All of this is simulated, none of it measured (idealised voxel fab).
The following process module bears the name voxel self aligned vias.
Cross-section cut spans 255 nm and uses square cells 5 nm in size.
For the purposes of this document, a cross-section shall be understood as a grid of square cells, specified as bands listed in top-to-bottom order, each band consisting of one or more rows of cells. Band: top height; bottom height; in nm. Then, left to right: material with width in nm, for each material. "full width": a single material spanning edge to edge. "empty": empty space. Measure heights from 0. That's the level where, below it, the as-received wafer is all one material. The lowest band is bottomless and extends downward; write it as in "0 down". The notation "30..40" denotes a width that varies across the rows of cells in the band, beginning at the first number in the top row, finishing at the second number in the bottom row, and changing by an identical amount from each row to the next. "all unchanged" (step): cross-section cells unchanged, all of them. What "Fully closed voids" gives you is every empty space of 8 cells or more that is cut off from the top. Each appears as width x height at distance, with the distance taken from the left edge and width, height and distance all in nm. Whatever follows a step's settings on its line is a remark the simulator itself makes about that step. On any step carrying a mask, the "overlay nm" setting, if present on the step's line, tells how far right of its planned place the mask lay; negative values point to the left.

This section lists the process steps that were planned
| 1 | RECEIVE with material Si |
| 2 | CONFORMAL_DEP with material SiO2, thk nm 15 |
| 3 | CONFORMAL_DEP with material SiCN, thk nm 5 |
| 4 | DIRECTIONAL_DEP with material SiO2, thk nm 25 |
| 5 | PATTERN with tone open, mask id LINES, material resist, width nm 30, pitch nm 70, thk nm 20, overlay nm 0 |
| 6 | DIRECTIONAL_ETCH with etch materials SiO2, depth nm 25 |
| 7 | STRIP with etch materials resist |
| 8 | CONFORMAL_DEP with material TiN, thk nm 5 |
| 9 | FILL_DEP with material W, thk nm 5 |
| 10 | CMP with height nm 45 |
| 11 | SELECTIVE_ETCH with etch materials W Ru TiN, depth nm 5 |
| 12 | FILL_DEP with material SiN, thk nm 5 |
| 13 | CMP with height nm 45 |
| 14 | DIRECTIONAL_DEP with material SiO2, thk nm 20 |
| 15 | PATTERN with tone open, mask id VIAS, material resist, width nm 40, pitch nm 70, thk nm 20, overlay nm 0 |
| 16 | DIRECTIONAL_ETCH with etch materials SiO2, depth nm 20 |
| 17 | DIRECTIONAL_ETCH with etch materials SiN, depth nm 5 |
| 18 | STRIP with etch materials resist |
| 19 | CONFORMAL_DEP with material TiN, thk nm 5 |
| 20 | FILL_DEP with material W, thk nm 5 |
| 21 | CMP with height nm 65 |
| 22 | CONFORMAL_DEP with material SiN, thk nm 5 |

Cross-section of the wafer as it came to us, i.e., already through step 1
  0 down = Si full width
  Fully closed voids: none

The first of two wafers, cross-sectioned at the end of the module, with the run proceeding as planned
  70 to 65 = SiN full width
  65 to 50 = 70 nm SiO2 / 5 nm TiN / 30 nm W / 5 nm TiN / 30 nm SiO2 / 5 nm TiN / 30 nm W / 5 nm TiN / 75 nm SiO2
  50 to 45 = 70 nm SiO2 / 10 nm TiN / 20 nm W / 10 nm TiN / 30 nm SiO2 / 10 nm TiN / 20 nm W / 10 nm TiN / 75 nm SiO2
  45 to 40 = 75 nm SiO2 / 30 nm TiN / 40 nm SiO2 / 30 nm TiN / 80 nm SiO2
  40 to 25 = 75 nm SiO2 / 5 nm TiN / 20 nm W / 5 nm TiN / 40 nm SiO2 / 5 nm TiN / 20 nm W / 5 nm TiN / 80 nm SiO2
  25 to 20 = 75 nm SiO2 / 30 nm TiN / 40 nm SiO2 / 30 nm TiN / 80 nm SiO2
  20 to 15 = SiCN full width
  15 to 0 = SiO2 full width
  0 down = Si full width
  Fully closed voids: none

Second wafer cross-section at end of module - shared start and plan with the first, one mistake in the run
  70 to 65 = SiN full width
  65 to 50 = 70 nm SiO2 / 5 nm TiN / 30 nm W / 5 nm TiN / 30 nm SiO2 / 5 nm TiN / 30 nm W / 5 nm TiN / 75 nm SiO2
  50 to 45 = 70 nm SiO2 / 15 nm TiN / 10 nm W / 15 nm TiN / 30 nm SiO2 / 15 nm TiN / 10 nm W / 15 nm TiN / 75 nm SiO2
  45 to 40 = 75 nm SiO2 / 30 nm TiN / 40 nm SiO2 / 30 nm TiN / 80 nm SiO2
  40 to 25 = 75 nm SiO2 / 5 nm TiN / 20 nm W / 5 nm TiN / 40 nm SiO2 / 5 nm TiN / 20 nm W / 5 nm TiN / 80 nm SiO2
  25 to 20 = 75 nm SiO2 / 30 nm TiN / 40 nm SiO2 / 30 nm TiN / 80 nm SiO2
  20 to 15 = SiCN full width
  15 to 0 = SiO2 full width
  0 down = Si full width
  Fully closed voids: none
The mistake made against the process plan was this: step 11 ran as: SELECTIVE_ETCH with etch materials W, depth nm 5
The second wafer ends with more or fewer cells of some materials than the first, per final count: +4 TiN; -4 W
